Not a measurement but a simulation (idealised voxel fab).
You're looking at the process module voxel released beams.
We display cut, a cross-section 255 nm in width whose square cells are each 5 nm.
Cross-section format: a grid of square cells, given as bands from top to bottom; each band is one or more rows of cells. Per band: top height and bottom height in nm, followed by the left-to-right materials and their widths in nm; "full width" marks a single material spanning edge to edge, "air" marks empty space. Measure heights from 0. That's the level where, below it, the as-received wafer is all one material. The lowest band is bottomless and extends downward; write it as in "0 nm and below". Top row gets the first number, bottom row gets the second, and each row in between changes by the same step: that is how a band width like "30->40" works. Any step labelled "all unchanged" changed none of the cells in the cross-section. Empty spaces without an open route to the top, at least 8 cells in extent, make up the entry "Sealed void inventory"; each is given as width x height at distance, where the distance is measured from the left edge, and all are in nm. On a step's line, text after the settings is the simulator commenting on that step. For masked steps, "overlay nm" on the step line gives how far right of plan the mask actually lay; a minus sign means it lay to the left.
-- Planned process steps
1: RECEIVE: material Si
2: CONFORMAL_DEP: material SiN, thk nm 10
3: DIRECTIONAL_DEP: material SiO2, thk nm 10
4: MASKED_ETCH: tone open, mask id ANCHOR, width nm 45, etch materials SiO2, depth nm 10, overlay nm 0
5: CONFORMAL_DEP: material TiN, thk nm 15
6: MASKED_ETCH: tone cover, mask id BEAM, width nm 120, etch materials TiN, depth nm 15, overlay nm 0
7: STRIP: etch materials SiO2
-- The cross-section here shows the wafer as received, i.e. in its state after step 1
	0 nm and below | Si full width
	Sealed void inventory: none
-- Cross-section taken at module completion on the first of two wafers; processed per the plan
	35 nm to 25 nm | air (65) / TiN (20) / air (15) / TiN (85) / air (70)
	25 nm to 20 nm | air (65) / TiN (120) / air (70)
	20 nm to 10 nm | air (70) / TiN (45) / air (140)
	10 nm to 0 nm | SiN full width
	0 nm and below | Si full width
	Sealed void inventory: none
-- The second wafer, shown in cross-section after the module: started the same way as the first and given the same plan, yet one mistake crept into how it was run
	35 nm to 25 nm | air (70) / TiN (15) / air (15) / TiN (85) / air (70)
	25 nm to 20 nm | air (70) / TiN (115) / air (70)
	20 nm to 10 nm | air (70) / TiN (45) / air (140)
	10 nm to 0 nm | SiN full width
	0 nm and below | Si full width
	Sealed void inventory: none
The mistake made against the process plan was this: so step 6 ended up running with a different setting than we planned, it ran as MASKED_ETCH: tone cover, mask id BEAM, width nm 115, etch materials TiN, depth nm 15, overlay nm 0
Final comparison by cell count, materials where the second wafer has more or fewer than the first: TiN: 3 fewer
